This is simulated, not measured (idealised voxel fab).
process module | voxel transistor to metal
cross-section cut | 215 nm wide | cells 5 nm
A cross-section is a grid of square cells, given in bands from the top down. A band is one or more rows of cells.
Each band's line starts with the height of the band's top and of its bottom, in nm. Then come its materials from left to right, each with its width in nm. One material with "throughout" fills the band from edge to edge. "air" is empty space.
Height 0 is the level under which the wafer as received is all one material. The lowest band goes on downwards, as in "0 down".
A width such as "30 to 40" changes by the same amount from each row of cells to the next, from the band's top row to its bottom row.
"no change" after a step means that no cell of the cross-section changed.
closed voids: empty space of 8 cells or more with no open way to the top, each as width x height at its distance from the left edge, in nm
after a step's settings: what the simulator itself notes on the step
overlay nm, on a step with a mask: how far to the right of its planned place the mask lay; to the left if negative
plan
1 op RECEIVE | material Si
2 op OXIDIZE | depth nm 5
3 op CONFORMAL_DEP | material SiN | thk nm 10
4 op DIRECTIONAL_DEP | material aC | thk nm 15
5 op PATTERN | tone cover | mask id ACTIVE | material resist | width nm 115 | thk nm 35 | overlay nm 0
6 op DIRECTIONAL_ETCH | etch materials aC | depth nm 15
7 op STRIP | etch materials resist
8 op DIRECTIONAL_ETCH | etch materials SiN | depth nm 10
9 op DIRECTIONAL_ETCH | etch materials SiO2 | depth nm 5
10 op DIRECTIONAL_ETCH | etch materials Si | depth nm 25
11 op STRIP | etch materials aC
12 op FILL_DEP | material SiO2 | thk nm 15
13 op CMP | height nm 10
14 op SELECTIVE_ETCH | etch materials SiO2 | depth nm 5
15 op STRIP | etch materials SiN
16 op SELECTIVE_ETCH | etch materials SiO2 | depth nm 5
17 op OXIDIZE | depth nm 5
18 op DIRECTIONAL_DEP | material polySi | thk nm 20
19 op DIRECTIONAL_DEP | material SiCN | thk nm 15
20 op MASKED_ETCH | tone cover | mask id GATE | width nm 25 | etch materials SiCN | depth nm 25 | overlay nm 0
21 op MASKED_ETCH | tone cover | mask id GATE | width nm 25 | etch materials polySi | depth nm 30 | overlay nm 0
22 op CONFORMAL_DEP | material SiO2 | thk nm 5
23 op DIRECTIONAL_ETCH | etch materials SiO2 | depth nm 5
24 op CONFORMAL_DEP | material SiN | thk nm 5
25 op DIRECTIONAL_ETCH | etch materials SiN | depth nm 5
26 op DIRECTIONAL_ETCH | etch materials SiO2 | depth nm 5
27 op DIRECTIONAL_ETCH | etch materials Si | depth nm 15
28 op EPI | material nSi | thk nm 15
29 op FILL_DEP | material SiO2 | thk nm 5
30 op CMP | height nm 30
31 op DIRECTIONAL_DEP | material SiO2 | thk nm 15
32 op PATTERN | tone open | mask id CONTACT | material resist | width nm 20 | pitch nm 75 | thk nm 15 | overlay nm 0
33 op DIRECTIONAL_ETCH | etch materials SiO2 | depth nm 40
34 op STRIP | etch materials resist
35 op CONFORMAL_DEP | material TiN | thk nm 5
36 op FILL_DEP | material Ru | thk nm 10
37 op CMP | height nm 45
38 op DIRECTIONAL_DEP | material TiN | thk nm 5
39 op DIRECTIONAL_DEP | material Ru | thk nm 15
40 op DIRECTIONAL_DEP | material aC | thk nm 10
41 op PATTERN | tone cover | mask id METAL_1 | material resist | width nm 20 | pitch nm 75 | thk nm 25 | overlay nm -15
42 op DIRECTIONAL_ETCH | etch materials aC | depth nm 10
43 op STRIP | etch materials resist
44 op DIRECTIONAL_ETCH | etch materials Ru | depth nm 15
45 op DIRECTIONAL_ETCH | etch materials TiN | depth nm 5
46 op STRIP | etch materials aC
47 op FILL_DEP | material lowk | thk nm 10
48 op CMP | height nm 65
49 op CONFORMAL_DEP | material SiN | thk nm 5
varied across the wafers: overlay nm of step 41. The plan shows the first wafer's value. All wafers start alike
first wafer as received, after step 1
  0 down: Si throughout
  closed voids: none
first wafer at the end, after step 49
  70 to 65: SiN throughout
  65 to 50: lowk 45 | Ru 20 | lowk 55 | Ru 20 | lowk 75
  50 to 45: lowk 45 | TiN 20 | lowk 55 | TiN 20 | lowk 75
  45 to 30: SiO2 60 | TiN 5 | Ru 10 | TiN 5 | SiO2 55 | TiN 5 | Ru 10 | TiN 5 | SiO2 60
  30 to 15: SiO2 60 | TiN 5 | Ru 10 | TiN 5 | SiO2 5 | SiN 5 | SiO2 5 | SiCN 25 | SiO2 5 | SiN 5 | SiO2 5 | TiN 5 | Ru 10 | TiN 5 | SiO2 60
  15 to 10: SiO2 60 | TiN 5 | Ru 10 | TiN 5 | SiO2 5 | SiN 5 | SiO2 5 | polySi 25 | SiO2 5 | SiN 5 | SiO2 5 | TiN 5 | Ru 10 | TiN 5 | SiO2 60
  10 to 5: SiO2 60 | TiN 20 | SiO2 5 | SiN 5 | SiO2 5 | polySi 25 | SiO2 5 | SiN 5 | SiO2 5 | TiN 20 | SiO2 60
  5 to 0: SiO2 50 | nSi 35 | SiN 5 | SiO2 5 | polySi 25 | SiO2 5 | SiN 5 | nSi 35 | SiO2 50
  0 to -5: SiO2 50 | SiN 5 | nSi 30 | SiN 5 | SiO2 5 | polySi 25 | SiO2 5 | SiN 5 | nSi 30 | SiN 5 | SiO2 50
  -5 to -10: SiO2 55 | nSi 30 | SiO2 45 | nSi 30 | SiO2 55
  -10 to -25: SiO2 50 | Si 5 | nSi 30 | Si 45 | nSi 30 | Si 5 | SiO2 50
  -25 to -30: SiO2 50 | Si 115 | SiO2 50
  -30 down: Si throughout
  closed voids: none
last wafer at the end
  70 to 65: SiN throughout
  65 to 50: lowk 75 | Ru 20 | lowk 55 | Ru 20 | lowk 45
  50 to 45: lowk 75 | TiN 20 | lowk 55 | TiN 20 | lowk 45
  45 to 30: SiO2 60 | TiN 5 | Ru 10 | TiN 5 | SiO2 55 | TiN 5 | Ru 10 | TiN 5 | SiO2 60
  30 to 15: SiO2 60 | TiN 5 | Ru 10 | TiN 5 | SiO2 5 | SiN 5 | SiO2 5 | SiCN 25 | SiO2 5 | SiN 5 | SiO2 5 | TiN 5 | Ru 10 | TiN 5 | SiO2 60
  15 to 10: SiO2 60 | TiN 5 | Ru 10 | TiN 5 | SiO2 5 | SiN 5 | SiO2 5 | polySi 25 | SiO2 5 | SiN 5 | SiO2 5 | TiN 5 | Ru 10 | TiN 5 | SiO2 60
  10 to 5: SiO2 60 | TiN 20 | SiO2 5 | SiN 5 | SiO2 5 | polySi 25 | SiO2 5 | SiN 5 | SiO2 5 | TiN 20 | SiO2 60
  5 to 0: SiO2 50 | nSi 35 | SiN 5 | SiO2 5 | polySi 25 | SiO2 5 | SiN 5 | nSi 35 | SiO2 50
  0 to -5: SiO2 50 | SiN 5 | nSi 30 | SiN 5 | SiO2 5 | polySi 25 | SiO2 5 | SiN 5 | nSi 30 | SiN 5 | SiO2 50
  -5 to -10: SiO2 55 | nSi 30 | SiO2 45 | nSi 30 | SiO2 55
  -10 to -25: SiO2 50 | Si 5 | nSi 30 | Si 45 | nSi 30 | Si 5 | SiO2 50
  -25 to -30: SiO2 50 | Si 115 | SiO2 50
  -30 down: Si throughout
  closed voids: none
each wafer at the end: cells of each material gained (+) or lost (-) since it was received, then its closed voids
overlay nm -15 | +52 Ru | -202 Si | +15 SiCN | +59 SiN | +400 SiO2 | +44 TiN | +140 lowk | +74 nSi | +20 polySi | closed voids: none
overlay nm -10 | +52 Ru | -202 Si | +15 SiCN | +59 SiN | +400 SiO2 | +44 TiN | +140 lowk | +74 nSi | +20 polySi | closed voids: none
overlay nm -5 | +52 Ru | -202 Si | +15 SiCN | +59 SiN | +400 SiO2 | +44 TiN | +140 lowk | +74 nSi | +20 polySi | closed voids: none
overlay nm 0 | +52 Ru | -202 Si | +15 SiCN | +59 SiN | +400 SiO2 | +44 TiN | +140 lowk | +74 nSi | +20 polySi | closed voids: none
overlay nm 5 | +52 Ru | -202 Si | +15 SiCN | +59 SiN | +400 SiO2 | +44 TiN | +140 lowk | +74 nSi | +20 polySi | closed voids: none
overlay nm 10 | +52 Ru | -202 Si | +15 SiCN | +59 SiN | +400 SiO2 | +44 TiN | +140 lowk | +74 nSi | +20 polySi | closed voids: none
overlay nm 15 | +52 Ru | -202 Si | +15 SiCN | +59 SiN | +400 SiO2 | +44 TiN | +140 lowk | +74 nSi | +20 polySi | closed voids: none
